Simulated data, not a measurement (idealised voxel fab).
Process module heading - voxel spacer lines
FYI the section here is cut, 280 nm wide, cells are 5 nm squares.
Cross-sections here: square-cell grids, written as top-down lists of bands, a band being one or more rows of cells.
In this notation a band is specified by the heights of its top and bottom, in that order and in nm, after which its materials appear from left to right, each paired with its width in nm. The word "edge to edge" attached to a single material means that material fills the band from edge to edge; the word "air" stands for empty space.
For the purposes of this specification, 0 denotes the height below which the wafer in its as-received condition is composed wholly of one material, and the lowermost band, lacking a lower limit, extends downward without end, as expressed in "0 nm and below".
When a width is written as two numbers, as in "30 to 40", the first number is the width in the top row of cells of the band and the second is the width in its bottom row, and the width changes by the same amount from each row to the next.
Where a step carries "nothing different", the cross-section came out of it unchanged, cell for cell.
For the entry "Non-vented voids", the listed items are empty spaces with no open way to the top whose size is 8 cells or more; each item follows the pattern width x height at distance, where distance is from the left edge and all three are in nm.
That trailing text on a step's line, after the settings, is the simulator's own remark on the step.
overlay nm: on a step with a mask, how far right of its planned place the mask lay; negative means left.
### So here's the lineup of process steps we planned
1: RECEIVE | material Si
2: CONFORMAL_DEP | material Al2O3 | thk nm 10
3: DIRECTIONAL_DEP | material polySi | thk nm 10
4: DIRECTIONAL_DEP | material aC | thk nm 30
5: PATTERN | tone cover | mask id MANDREL | material resist | width nm 15 | pitch nm 60 | thk nm 40 | overlay nm 0
6: DIRECTIONAL_ETCH | etch materials aC | depth nm 30
7: STRIP | etch materials resist
8: CONFORMAL_DEP | material SiN | thk nm 15
9: DIRECTIONAL_ETCH | etch materials SiN | depth nm 15
10: STRIP | etch materials aC
11: DIRECTIONAL_ETCH | etch materials polySi | depth nm 10
12: STRIP | etch materials SiN
### First wafer out of two, processed as planned
### As-received state of the wafer in cross-section, equivalent to post-step 1
* 0 nm and below: Si edge to edge
* Non-vented voids: none
### After step 2, in cross-section
* 10 nm to 0 nm: Al2O3 edge to edge
* Under 0: no change, same as before.
### After step 3, in cross-section
* 20 nm to 10 nm: polySi edge to edge
* Under 10: no change, same as before.
### After step 4, in cross-section
* 50 nm to 20 nm: aC edge to edge
* Under 20: no change, same as before.
### After step 5, in cross-section
* 90 nm to 50 nm: air=100 | resist=15 | air=45 | resist=15 | air=105
* Under 50: no change, same as before.
### After step 6, in cross-section
* 60 nm to 50 nm: air=100 | resist=15 | air=45 | resist=15 | air=105
* 50 nm to 20 nm: air=100 | aC=15 | air=45 | aC=15 | air=105
* Under 20: no change, same as before.
### After step 7, in cross-section
* 50 nm to 20 nm: air=100 | aC=15 | air=45 | aC=15 | air=105
* Under 20: no change, same as before.
### After step 8, in cross-section
* 65 nm to 50 nm: air=85 | SiN=45 | air=15 | SiN=45 | air=90
* 50 nm to 35 nm: air=85 | SiN=15 | aC=15 | SiN=15 | air=15 | SiN=15 | aC=15 | SiN=15 | air=90
* 35 nm to 20 nm: SiN=100 | aC=15 | SiN=45 | aC=15 | SiN=105
* Under 20: no change, same as before.
### After step 9, in cross-section
* 50 nm to 20 nm: air=85 | SiN=15 | aC=15 | SiN=15 | air=15 | SiN=15 | aC=15 | SiN=15 | air=90
* Under 20: no change, same as before.
### After step 10, in cross-section
* 50 nm to 20 nm: air=85 | SiN=15 | air=15 | SiN=15 | air=15 | SiN=15 | air=15 | SiN=15 | air=90
* Under 20: no change, same as before.
### After step 11, in cross-section
* 50 nm to 20 nm: air=85 | SiN=15 | air=15 | SiN=15 | air=15 | SiN=15 | air=15 | SiN=15 | air=90
* 20 nm to 10 nm: air=85 | polySi=15 | air=15 | polySi=15 | air=15 | polySi=15 | air=15 | polySi=15 | air=90
* Under 10: no change, same as before.
### After step 12, in cross-section
* 20 nm to 10 nm: air=85 | polySi=15 | air=15 | polySi=15 | air=15 | polySi=15 | air=15 | polySi=15 | air=90
* Under 10: no change, same as before.
### Notes, second wafer: start = first wafer's, plan = first wafer's, execution had one mistake; history identical to first through step 4
### The second wafer cut through, at the time step 5 was supposed to be finished
* 90 nm to 50 nm: air=100 | resist=20 | air=40 | resist=20 | air=100
* Under 50: no change, same as before.
### The second wafer cut through, at the time step 6 was supposed to be finished
* 60 nm to 50 nm: air=100 | resist=20 | air=40 | resist=20 | air=100
* 50 nm to 20 nm: air=100 | aC=20 | air=40 | aC=20 | air=100
* Under 20: no change, same as before.
### The second wafer cut through, at the time step 7 was supposed to be finished
* 50 nm to 20 nm: air=100 | aC=20 | air=40 | aC=20 | air=100
* Under 20: no change, same as before.
### The second wafer cut through, at the time step 8 was supposed to be finished
* 65 nm to 50 nm: air=85 | SiN=50 | air=10 | SiN=50 | air=85
* 50 nm to 35 nm: air=85 | SiN=15 | aC=20 | SiN=15 | air=10 | SiN=15 | aC=20 | SiN=15 | air=85
* 35 nm to 20 nm: SiN=100 | aC=20 | SiN=40 | aC=20 | SiN=100
* Under 20: no change, same as before.
### The second wafer cut through, at the time step 9 was supposed to be finished
* 50 nm to 20 nm: air=85 | SiN=15 | aC=20 | SiN=15 | air=10 | SiN=15 | aC=20 | SiN=15 | air=85
* Under 20: no change, same as before.
### The second wafer cut through, at the time step 10 was supposed to be finished
* 50 nm to 20 nm: air=85 | SiN=15 | air=20 | SiN=15 | air=10 | SiN=15 | air=20 | SiN=15 | air=85
* Under 20: no change, same as before.
### The second wafer cut through, at the time step 11 was supposed to be finished
* 50 nm to 20 nm: air=85 | SiN=15 | air=20 | SiN=15 | air=10 | SiN=15 | air=20 | SiN=15 | air=85
* 20 nm to 10 nm: air=85 | polySi=15 | air=20 | polySi=15 | air=10 | polySi=15 | air=20 | polySi=15 | air=85
* Under 10: no change, same as before.
### The second wafer cut through, at the time step 12 was supposed to be finished
* 20 nm to 10 nm: air=85 | polySi=15 | air=20 | polySi=15 | air=10 | polySi=15 | air=20 | polySi=15 | air=85
* Under 10: no change, same as before.
What was done differently from what was planned? step 5 was not run as planned; what actually ran was PATTERN | tone cover | mask id MANDREL | material resist | width nm 20 | pitch nm 60 | thk nm 40 | overlay nm 0
By the end, you'd get the same cell count for each material on either wafer, but the second wafer puts them somewhere else.
